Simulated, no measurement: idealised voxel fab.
Herein follows the process module entitled voxel ribs on slabs.
This is section cut - it's 185 nm across, gridded in 5 nm square cells.
Cross-sections here: square-cell grids, written as top-down lists of bands, a band being one or more rows of cells.
Read a band's entry like this: the first values are the height of its top and the height of its bottom in nm, and what follows is the sequence of materials from left to right, each with its width in nm. Note that "empty" is empty space, and that a single material marked "edge to edge" reaches across the band from edge to edge.
Zero point of the height axis is 0; under it, received wafer = one material. Lowest band: continues down indefinitely, "0..down".
Width "30->40": first value at the band's top row of cells, second value at its bottom row, equal change from row to row.
You'll sometimes find "remained unchanged" written for a step, and that's the way of saying that nowhere in the cross-section did a cell change during that step.
What "Cavities, sealed" gives you is every empty space of 8 cells or more that is cut off from the top. Each appears as width x height at distance, with the distance taken from the left edge and width, height and distance all in nm.
Post-settings text on a step line: simulator's own remark regarding the step.
"overlay nm" on a masked step: distance the mask lay right of its planned place, negative for left.

# The steps planned for the process are as follows
| 1 | RECEIVE (material Si) |
| 2 | DIRECTIONAL_DEP (material SiO2; thk nm 25) |
| 3 | DIRECTIONAL_DEP (material SiN; thk nm 20) |
| 4 | MASKED_ETCH (tone cover; mask id RIB; width nm 25; etch materials SiN; depth nm 10; overlay nm 0) |
| 5 | MASKED_ETCH (tone cover; mask id SLAB; width nm 75; etch materials SiN; depth nm 10; overlay nm 0) |
| 6 | FILL_DEP (material SiO2; thk nm 25) |
| 7 | CMP (height nm 60) |
| 8 | DIRECTIONAL_DEP (material TiN; thk nm 10) |
| 9 | MASKED_ETCH (tone cover; mask id HEATER; width nm 35; etch materials TiN; depth nm 10; overlay nm 0) |
| 10 | CONFORMAL_DEP (material SiO2; thk nm 5) |

# First of two wafers - as planned

# Here's what the wafer looked like in cross-section when it arrived - that's after step 1
	0..down  Si edge to edge
	Cavities, sealed: none

# Step 2 complete: cross-section through the wafer
	25..0  SiO2 edge to edge
	For the remainder of the cross-section, below 0, there is no change.

# Step 3 complete: cross-section through the wafer
	45..25  SiN edge to edge
	For the remainder of the cross-section, below 25, there is no change.

# Step 4 complete: cross-section through the wafer
	45..35  80 of empty / 25 of SiN / 80 of empty
	For the remainder of the cross-section, below 35, there is no change.

# Step 5 complete: cross-section through the wafer
	45..35  80 of empty / 25 of SiN / 80 of empty
	35..25  55 of empty / 75 of SiN / 55 of empty
	For the remainder of the cross-section, below 25, there is no change.

# Step 6 complete: cross-section through the wafer
	70..45  SiO2 edge to edge
	45..35  80 of SiO2 / 25 of SiN / 80 of SiO2
	35..25  55 of SiO2 / 75 of SiN / 55 of SiO2
	For the remainder of the cross-section, below 25, there is no change.

# Step 7 complete: cross-section through the wafer
	60..45  SiO2 edge to edge
	For the remainder of the cross-section, below 45, there is no change.

# Step 8 complete: cross-section through the wafer
	70..60  TiN edge to edge
	For the remainder of the cross-section, below 60, there is no change.

# Step 9 complete: cross-section through the wafer
	70..60  75 of empty / 35 of TiN / 75 of empty
	For the remainder of the cross-section, below 60, there is no change.

# Step 10 complete: cross-section through the wafer
	75..70  70 of empty / 45 of SiO2 / 70 of empty
	70..65  70 of empty / 5 of SiO2 / 35 of TiN / 5 of SiO2 / 70 of empty
	65..60  75 of SiO2 / 35 of TiN / 75 of SiO2
	For the remainder of the cross-section, below 60, there is no change.

# Second wafer, same starting conditions and recipe as the first, one mistake in executing it, nothing differs from the first up to and including step 8

# Cross-section of the second wafer when, according to plan, step 9 should have finished
	70..60  75 of TiN / 35 of empty / 75 of TiN
	For the remainder of the cross-section, below 60, there is no change.

# Cross-section of the second wafer when, according to plan, step 10 should have finished
	75..70  80 of SiO2 / 25 of empty / 80 of SiO2
	70..65  75 of TiN / 5 of SiO2 / 25 of empty / 5 of SiO2 / 75 of TiN
	65..60  75 of TiN / 35 of SiO2 / 75 of TiN
	For the remainder of the cross-section, below 60, there is no change.
Finding, execution versus plan: for step 9, the planned setting was not used; the step was instead run as MASKED_ETCH (tone open; mask id HEATER; width nm 35; etch materials TiN; depth nm 10; overlay nm 0)
End of process, cell counts, second wafer against first, materials with more or fewer: TiN: 46 more
